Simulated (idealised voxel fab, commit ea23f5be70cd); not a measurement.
Process module, titled voxel capacitor over wiring
Cross-section cut spans 245 nm and uses square cells 5 nm in size.
Notation: cross-section as square-cell grid; stated in bands, top first, going down; one or more cell rows per band. Top height, bottom height, nm. Materials left to right, width each, nm. Single material + "throughout" = fills band edge to edge. "empty" = empty. Note: height 0 marks the level under which the wafer is uniformly one material as received. Lowest band unbounded below, written "from 0 down". Graded width ("30..40"): value in top row of band = first number; value in bottom row = second number; row-to-row change constant. "no modification" for a step: no cell of the cross-section changed in that step. The entry "Fully sealed cavities" lists the empty spaces that cover at least 8 cells and have no open path to the top. Each is written as width x height at distance, where the distance is measured from the left edge and all three values are in nm. Step line, after settings: the simulator's comment on this step. The setting "overlay nm" may be written on the line of a step. When the step uses a mask, the value reports how far to the right of the planned place the mask lay, and a negative value reports that it lay to the left.
STEPS IN THE PROCESS PLAN
1. RECEIVE,material Si
2. CONFORMAL_DEP,material SiO2,thk nm 15
3. DIRECTIONAL_DEP,material TiN,thk nm 5
4. DIRECTIONAL_DEP,material W,thk nm 20
5. DIRECTIONAL_DEP,material aC,thk nm 15
6. PATTERN,tone cover,mask id METAL_1,material resist,width nm 30,pitch nm 90,thk nm 35,overlay nm 0
7. DIRECTIONAL_ETCH,etch materials aC,depth nm 15
8. STRIP,etch materials resist
9. DIRECTIONAL_ETCH,etch materials W,depth nm 20
10. DIRECTIONAL_ETCH,etch materials TiN,depth nm 5
11. STRIP,etch materials aC
12. FILL_DEP,material lowk,thk nm 5
13. CMP,height nm 40
14. CONFORMAL_DEP,material SiCN,thk nm 5
15. DIRECTIONAL_DEP,material lowk,thk nm 10
16. DIRECTIONAL_DEP,material aC,thk nm 10
17. PATTERN,tone open,mask id PLUG_1,material resist,width nm 15,thk nm 25,overlay nm 0
18. DIRECTIONAL_ETCH,etch materials aC,depth nm 10
19. STRIP,etch materials resist
20. DIRECTIONAL_ETCH,etch materials lowk,depth nm 10
21. DIRECTIONAL_ETCH,etch materials SiCN,depth nm 5
22. STRIP,etch materials aC
23. EPI,material Ru,thk nm 10
24. EPI,material Ru,thk nm 5
25. DIRECTIONAL_DEP,material TiN,thk nm 5
26. DIRECTIONAL_DEP,material Al2O3,thk nm 5
27. DIRECTIONAL_DEP,material TiN,thk nm 5
28. PATTERN,tone cover,mask id UPPER_PLATE,material resist,width nm 65,thk nm 15,overlay nm 0
29. DIRECTIONAL_ETCH,etch materials TiN,depth nm 5
30. DIRECTIONAL_ETCH,etch materials Al2O3,depth nm 5
31. STRIP,etch materials resist
32. DIRECTIONAL_DEP,material aC,thk nm 10
33. PATTERN,tone cover,mask id LOWER_PLATE,material resist,width nm 75,thk nm 30,overlay nm 0
34. DIRECTIONAL_ETCH,etch materials aC,depth nm 10
35. STRIP,etch materials resist
36. DIRECTIONAL_ETCH,etch materials TiN,depth nm 5
37. STRIP,etch materials aC
38. FILL_DEP,material SiO2,thk nm 15
39. CMP,height nm 80
40. PATTERN,tone open,mask id PLUG_2,material resist,width nm 15,thk nm 15,overlay nm 0
41. DIRECTIONAL_ETCH,etch materials SiO2,depth nm 10
42. STRIP,etch materials resist
43. CONFORMAL_DEP,material TiN,thk nm 5
44. FILL_DEP,material Cu,thk nm 10
45. CMP,height nm 80
46. CONFORMAL_DEP,material SiN,thk nm 5
SO THIS IS THE INCOMING WAFER IN CROSS-SECTION - IT'S ALREADY BEEN THROUGH STEP 1
from 0 down: Si throughout
Fully sealed cavities: none
HERE'S THE CROSS-SECTION OF THE FIRST OF OUR TWO WAFERS AT THE END OF THE MODULE - IT RAN AS PLANNED
from 85 to 80: SiN throughout
from 80 to 75: 85 of SiO2, then 5 of TiN, then 5 of Cu, then 5 of TiN, then 145 of SiO2
from 75 to 65: 85..75 of SiO2, then 15..65 of TiN, then 145..105 of SiO2
from 65 to 60: 75 of SiO2, then 65 of Al2O3, then 105 of SiO2
from 60 to 55: 70 of SiO2, then 75 of TiN, then 100 of SiO2
from 55 to 45: 75 of lowk, then 15 of Ru, then 155 of lowk
from 45 to 40: 75 of SiCN, then 15 of Ru, then 155 of SiCN
from 40 to 20: 60 of lowk, then 30 of W, then 60 of lowk, then 30 of W, then 65 of lowk
from 20 to 15: 60 of lowk, then 30 of TiN, then 60 of lowk, then 30 of TiN, then 65 of lowk
from 15 to 0: SiO2 throughout
from 0 down: Si throughout
Fully sealed cavities: none
CROSS-SECTIONAL VIEW: SECOND OF TWO WAFERS, END OF MODULE; START AND PLAN IDENTICAL TO THE FIRST, ONE MISTAKE IN RUNNING
from 85 to 80: SiN throughout
from 80 to 75: 85 of SiO2, then 15 of TiN, then 145 of SiO2
from 75 to 70: 75 of SiO2, then 5 of TiN, then 5 of SiO2, then 55 of TiN, then 105 of SiO2
from 70 to 65: 75 of SiO2, then 5 of Al2O3, then 5 of TiN, then 55 of Al2O3, then 105 of SiO2
from 65 to 60: 80 of Ru, then 5 of Al2O3, then 160 of Ru
from 60 to 55: 75 of TiN, then 15 of Ru, then 155 of TiN
from 55 to 50: 75 of lowk, then 15 of TiN, then 155 of lowk
from 50 to 45: 75 of lowk, then 15 of Ru, then 155 of lowk
from 45 to 40: 75 of SiCN, then 15 of Ru, then 155 of SiCN
from 40 to 20: 60 of lowk, then 30 of W, then 60 of lowk, then 30 of W, then 65 of lowk
from 20 to 15: 60 of lowk, then 30 of TiN, then 60 of lowk, then 30 of TiN, then 65 of lowk
from 15 to 0: SiO2 throughout
from 0 down: Si throughout
Fully sealed cavities: none
What was done differently from what was planned? steps 24 and 25 run out of order (swapped)
Wafer comparison, final, in cells, second relative to first, materials more or fewer: -1 Cu; +48 Ru; -79 SiO2; +32 TiN
